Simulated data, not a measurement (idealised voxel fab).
process module | voxel tone inversion
cross-section cut | 245 nm wide | cells 5 nm
A cross-section is a grid of square cells, given in bands from the top down. A band is one or more rows of cells.
Each band's line starts with the height of the band's top and of its bottom, in nm. Then come its materials from left to right, each with its width in nm. One material with "throughout" fills the band from edge to edge. "air" is empty space.
Height 0 is the level under which the wafer as received is all one material. The lowest band goes on downwards, as in "0 down".
A width such as "30 to 40" changes by the same amount from each row of cells to the next, from the band's top row to its bottom row.
"no change" after a step means that no cell of the cross-section changed.
closed voids: empty space of 8 cells or more with no open way to the top, each as width x height at its distance from the left edge, in nm
after a step's settings: what the simulator itself notes on the step
overlay nm, on a step with a mask: how far to the right of its planned place the mask lay; to the left if negative
plan
1 op RECEIVE | material Si
2 op CONFORMAL_DEP | material SiN | thk nm 5
3 op DIRECTIONAL_DEP | material polySi | thk nm 15
4 op PATTERN | tone cover | mask id POSTS | material resist | width nm 20 | pitch nm 40 | thk nm 20 | overlay nm 0
5 op DIRECTIONAL_ETCH | etch materials polySi | depth nm 15
6 op STRIP | etch materials resist
7 op FILL_DEP | material SiO2 | thk nm 5
8 op CMP | height nm 20
9 op STRIP | etch materials polySi
first wafer, as planned
as received, after step 1
  0 down: Si throughout
  closed voids: none
after step 2
  5 to 0: SiN throughout
  below 0: unchanged
after step 3
  20 to 5: polySi throughout
  below 5: unchanged
after step 4
  40 to 20: air 50 | resist 20 | air 20 | resist 20 | air 20 | resist 20 | air 20 | resist 20 | air 55
  below 20: unchanged
after step 5
  40 to 20: air 50 | resist 20 | air 20 | resist 20 | air 20 | resist 20 | air 20 | resist 20 | air 55
  20 to 5: air 50 | polySi 20 | air 20 | polySi 20 | air 20 | polySi 20 | air 20 | polySi 20 | air 55
  below 5: unchanged
after step 6
  20 to 5: air 50 | polySi 20 | air 20 | polySi 20 | air 20 | polySi 20 | air 20 | polySi 20 | air 55
  below 5: unchanged
after step 7
  25 to 20: SiO2 throughout
  20 to 5: SiO2 50 | polySi 20 | SiO2 20 | polySi 20 | SiO2 20 | polySi 20 | SiO2 20 | polySi 20 | SiO2 55
  below 5: unchanged
after step 8
  20 to 5: SiO2 50 | polySi 20 | SiO2 20 | polySi 20 | SiO2 20 | polySi 20 | SiO2 20 | polySi 20 | SiO2 55
  below 5: unchanged
after step 9
  20 to 5: SiO2 50 | air 20 | SiO2 20 | air 20 | SiO2 20 | air 20 | SiO2 20 | air 20 | SiO2 55
  below 5: unchanged
second wafer: like start, like plan, one mistake. Through step 1 it matches the first wafer
when step 2 should have ended
  15 to 0: polySi throughout
  below 0: unchanged
when step 3 should have ended
  20 to 15: SiN throughout
  below 15: unchanged
when step 4 should have ended
  40 to 20: air 50 | resist 20 | air 20 | resist 20 | air 20 | resist 20 | air 20 | resist 20 | air 55
  below 20: unchanged
when step 5 should have ended: no change
when step 6 should have ended
  20 to 15: SiN throughout
  below 15: unchanged
when step 7 should have ended
  25 to 20: SiO2 throughout
  below 20: unchanged
when step 8 should have ended
  20 to 15: SiN throughout
  below 15: unchanged
when step 9 should have ended: no change
what went wrong: steps 2 and 3 were swapped
at the end the second wafer has, in cells: 99 fewer of SiO2 | 147 more of polySi
